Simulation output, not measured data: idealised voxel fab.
process module | voxel self aligned vias
cross-section cut | 275 nm wide | cells 5 nm
A cross-section is a grid of square cells, given in bands from the top down. A band is one or more rows of cells.
Each band's line starts with the height of the band's top and of its bottom, in nm. Then come its materials from left to right, each with its width in nm. One material with "throughout" fills the band from edge to edge. "air" is empty space.
Height 0 is the level under which the wafer as received is all one material. The lowest band goes on downwards, as in "0 down".
A width such as "30 to 40" changes by the same amount from each row of cells to the next, from the band's top row to its bottom row.
"no change" after a step means that no cell of the cross-section changed.
closed voids: empty space of 8 cells or more with no open way to the top, each as width x height at its distance from the left edge, in nm
after a step's settings: what the simulator itself notes on the step
overlay nm, on a step with a mask: how far to the right of its planned place the mask lay; to the left if negative
plan
1 op RECEIVE | material Si
2 op CONFORMAL_DEP | material SiO2 | thk nm 15
3 op CONFORMAL_DEP | material SiCN | thk nm 5
4 op DIRECTIONAL_DEP | material SiO2 | thk nm 25
5 op PATTERN | tone open | mask id LINES | material resist | width nm 25 | pitch nm 75 | thk nm 15 | overlay nm 0
6 op DIRECTIONAL_ETCH | etch materials SiO2 | depth nm 25
7 op STRIP | etch materials resist
8 op CONFORMAL_DEP | material TiN | thk nm 5
9 op FILL_DEP | material Ru | thk nm 10
10 op CMP | height nm 45
11 op SELECTIVE_ETCH | etch materials W Ru TiN | depth nm 10
12 op FILL_DEP | material SiN | thk nm 5
13 op CMP | height nm 45
14 op DIRECTIONAL_DEP | material SiO2 | thk nm 15
15 op PATTERN | tone open | mask id VIAS | material resist | width nm 45 | pitch nm 150 | thk nm 20 | overlay nm 0
16 op DIRECTIONAL_ETCH | etch materials SiO2 | depth nm 15
17 op DIRECTIONAL_ETCH | etch materials SiN | depth nm 10
18 op STRIP | etch materials resist
19 op CONFORMAL_DEP | material TiN | thk nm 5
20 op FILL_DEP | material W | thk nm 5
21 op CMP | height nm 60
22 op CONFORMAL_DEP | material SiN | thk nm 5
first wafer, as planned
as received, after step 1
  0 down: Si throughout
  closed voids: none
after step 2
  15 to 0: SiO2 throughout
  below 0: unchanged
after step 3
  20 to 15: SiCN throughout
  below 15: unchanged
after step 4
  45 to 20: SiO2 throughout
  below 20: unchanged
after step 5
  60 to 45: resist 50 | air 25 | resist 50 | air 25 | resist 50 | air 25 | resist 50
  below 45: unchanged
after step 6
  60 to 45: resist 50 | air 25 | resist 50 | air 25 | resist 50 | air 25 | resist 50
  45 to 20: SiO2 50 | air 25 | SiO2 50 | air 25 | SiO2 50 | air 25 | SiO2 50
  below 20: unchanged
after step 7
  45 to 20: SiO2 50 | air 25 | SiO2 50 | air 25 | SiO2 50 | air 25 | SiO2 50
  below 20: unchanged
after step 8
  50 to 45: TiN 55 | air 15 | TiN 60 | air 15 | TiN 60 | air 15 | TiN 55
  45 to 25: SiO2 50 | TiN 5 | air 15 | TiN 5 | SiO2 50 | TiN 5 | air 15 | TiN 5 | SiO2 50 | TiN 5 | air 15 | TiN 5 | SiO2 50
  25 to 20: SiO2 50 | TiN 25 | SiO2 50 | TiN 25 | SiO2 50 | TiN 25 | SiO2 50
  below 20: unchanged
after step 9
  60 to 50: Ru throughout
  50 to 45: TiN 55 | Ru 15 | TiN 60 | Ru 15 | TiN 60 | Ru 15 | TiN 55
  45 to 25: SiO2 50 | TiN 5 | Ru 15 | TiN 5 | SiO2 50 | TiN 5 | Ru 15 | TiN 5 | SiO2 50 | TiN 5 | Ru 15 | TiN 5 | SiO2 50
  below 25: unchanged
after step 10
  45 to 25: SiO2 50 | TiN 5 | Ru 15 | TiN 5 | SiO2 50 | TiN 5 | Ru 15 | TiN 5 | SiO2 50 | TiN 5 | Ru 15 | TiN 5 | SiO2 50
  below 25: unchanged
after step 11
  45 to 35: SiO2 50 | air 25 | SiO2 50 | air 25 | SiO2 50 | air 25 | SiO2 50
  below 35: unchanged
after step 12
  50 to 45: SiN throughout
  45 to 35: SiO2 50 | SiN 25 | SiO2 50 | SiN 25 | SiO2 50 | SiN 25 | SiO2 50
  below 35: unchanged
after step 13
  45 to 35: SiO2 50 | SiN 25 | SiO2 50 | SiN 25 | SiO2 50 | SiN 25 | SiO2 50
  below 35: unchanged
after step 14
  60 to 45: SiO2 throughout
  below 45: unchanged
after step 15
  80 to 60: resist 40 | air 45 | resist 105 | air 45 | resist 40
  below 60: unchanged
after step 16
  80 to 60: resist 40 | air 45 | resist 105 | air 45 | resist 40
  60 to 45: SiO2 40 | air 45 | SiO2 105 | air 45 | SiO2 40
  below 45: unchanged
after step 17
  80 to 60: resist 40 | air 45 | resist 105 | air 45 | resist 40
  60 to 45: SiO2 40 | air 45 | SiO2 105 | air 45 | SiO2 40
  45 to 35: SiO2 50 | air 25 | SiO2 50 | SiN 25 | SiO2 50 | air 25 | SiO2 50
  below 35: unchanged
after step 18
  60 to 45: SiO2 40 | air 45 | SiO2 105 | air 45 | SiO2 40
  below 45: unchanged
after step 19
  65 to 60: TiN 45 | air 35 | TiN 115 | air 35 | TiN 45
  60 to 50: SiO2 40 | TiN 5 | air 35 | TiN 5 | SiO2 105 | TiN 5 | air 35 | TiN 5 | SiO2 40
  50 to 45: SiO2 40 | TiN 15 | air 15 | TiN 15 | SiO2 105 | TiN 15 | air 15 | TiN 15 | SiO2 40
  45 to 40: SiO2 50 | TiN 5 | air 15 | TiN 5 | SiO2 50 | SiN 25 | SiO2 50 | TiN 5 | air 15 | TiN 5 | SiO2 50
  40 to 35: SiO2 50 | TiN 25 | SiO2 50 | SiN 25 | SiO2 50 | TiN 25 | SiO2 50
  below 35: unchanged
after step 20
  70 to 65: W throughout
  65 to 60: TiN 45 | W 35 | TiN 115 | W 35 | TiN 45
  60 to 50: SiO2 40 | TiN 5 | W 35 | TiN 5 | SiO2 105 | TiN 5 | W 35 | TiN 5 | SiO2 40
  50 to 45: SiO2 40 | TiN 15 | W 15 | TiN 15 | SiO2 105 | TiN 15 | W 15 | TiN 15 | SiO2 40
  45 to 40: SiO2 50 | TiN 5 | W 15 | TiN 5 | SiO2 50 | SiN 25 | SiO2 50 | TiN 5 | W 15 | TiN 5 | SiO2 50
  below 40: unchanged
after step 21
  60 to 50: SiO2 40 | TiN 5 | W 35 | TiN 5 | SiO2 105 | TiN 5 | W 35 | TiN 5 | SiO2 40
  below 50: unchanged
after step 22
  65 to 60: SiN throughout
  below 60: unchanged
second wafer: like start, like plan, one mistake. Through step 4 it matches the first wafer
when step 5 should have ended
  60 to 45: air 50 | resist 25 | air 50 | resist 25 | air 50 | resist 25 | air 50
  below 45: unchanged
when step 6 should have ended
  60 to 45: air 50 | resist 25 | air 50 | resist 25 | air 50 | resist 25 | air 50
  45 to 20: air 50 | SiO2 25 | air 50 | SiO2 25 | air 50 | SiO2 25 | air 50
  below 20: unchanged
when step 7 should have ended
  45 to 20: air 50 | SiO2 25 | air 50 | SiO2 25 | air 50 | SiO2 25 | air 50
  below 20: unchanged
when step 8 should have ended
  50 to 45: air 45 | TiN 35 | air 40 | TiN 35 | air 40 | TiN 35 | air 45
  45 to 25: air 45 | TiN 5 | SiO2 25 | TiN 5 | air 40 | TiN 5 | SiO2 25 | TiN 5 | air 40 | TiN 5 | SiO2 25 | TiN 5 | air 45
  25 to 20: TiN 50 | SiO2 25 | TiN 50 | SiO2 25 | TiN 50 | SiO2 25 | TiN 50
  below 20: unchanged
when step 9 should have ended
  60 to 50: Ru throughout
  50 to 45: Ru 45 | TiN 35 | Ru 40 | TiN 35 | Ru 40 | TiN 35 | Ru 45
  45 to 25: Ru 45 | TiN 5 | SiO2 25 | TiN 5 | Ru 40 | TiN 5 | SiO2 25 | TiN 5 | Ru 40 | TiN 5 | SiO2 25 | TiN 5 | Ru 45
  below 25: unchanged
when step 10 should have ended
  45 to 25: Ru 45 | TiN 5 | SiO2 25 | TiN 5 | Ru 40 | TiN 5 | SiO2 25 | TiN 5 | Ru 40 | TiN 5 | SiO2 25 | TiN 5 | Ru 45
  below 25: unchanged
when step 11 should have ended
  45 to 35: air 50 | SiO2 25 | air 50 | SiO2 25 | air 50 | SiO2 25 | air 50
  below 35: unchanged
when step 12 should have ended
  50 to 45: SiN throughout
  45 to 35: SiN 50 | SiO2 25 | SiN 50 | SiO2 25 | SiN 50 | SiO2 25 | SiN 50
  below 35: unchanged
when step 13 should have ended
  45 to 35: SiN 50 | SiO2 25 | SiN 50 | SiO2 25 | SiN 50 | SiO2 25 | SiN 50
  below 35: unchanged
when step 14 should have ended
  60 to 45: SiO2 throughout
  below 45: unchanged
when step 15 should have ended
  80 to 60: resist 40 | air 45 | resist 105 | air 45 | resist 40
  below 60: unchanged
when step 16 should have ended
  80 to 60: resist 40 | air 45 | resist 105 | air 45 | resist 40
  60 to 45: SiO2 40 | air 45 | SiO2 105 | air 45 | SiO2 40
  below 45: unchanged
when step 17 should have ended
  80 to 60: resist 40 | air 45 | resist 105 | air 45 | resist 40
  60 to 45: SiO2 40 | air 45 | SiO2 105 | air 45 | SiO2 40
  45 to 35: SiN 40 | air 10 | SiO2 25 | air 10 | SiN 40 | SiO2 25 | SiN 40 | air 10 | SiO2 25 | air 10 | SiN 40
  below 35: unchanged
when step 18 should have ended
  60 to 45: SiO2 40 | air 45 | SiO2 105 | air 45 | SiO2 40
  below 45: unchanged
when step 19 should have ended
  65 to 60: TiN 45 | air 35 | TiN 115 | air 35 | TiN 45
  60 to 50: SiO2 40 | TiN 5 | air 35 | TiN 5 | SiO2 105 | TiN 5 | air 35 | TiN 5 | SiO2 40
  50 to 45: SiO2 40 | TiN 45 | SiO2 105 | TiN 45 | SiO2 40
  45 to 35: SiN 40 | TiN 10 | SiO2 25 | TiN 10 | SiN 40 | SiO2 25 | SiN 40 | TiN 10 | SiO2 25 | TiN 10 | SiN 40
  below 35: unchanged
when step 20 should have ended
  70 to 65: W throughout
  65 to 60: TiN 45 | W 35 | TiN 115 | W 35 | TiN 45
  60 to 50: SiO2 40 | TiN 5 | W 35 | TiN 5 | SiO2 105 | TiN 5 | W 35 | TiN 5 | SiO2 40
  below 50: unchanged
when step 21 should have ended
  60 to 50: SiO2 40 | TiN 5 | W 35 | TiN 5 | SiO2 105 | TiN 5 | W 35 | TiN 5 | SiO2 40
  below 50: unchanged
when step 22 should have ended
  65 to 60: SiN throughout
  below 60: unchanged
what went wrong: step 5 ran as: op PATTERN | tone cover | mask id LINES | material resist | width nm 25 | pitch nm 75 | thk nm 15 | overlay nm 0
at the end the second wafer has, in cells: 50 more of Ru | 54 more of SiN | 125 fewer of SiO2 | 33 more of TiN | 12 fewer of W
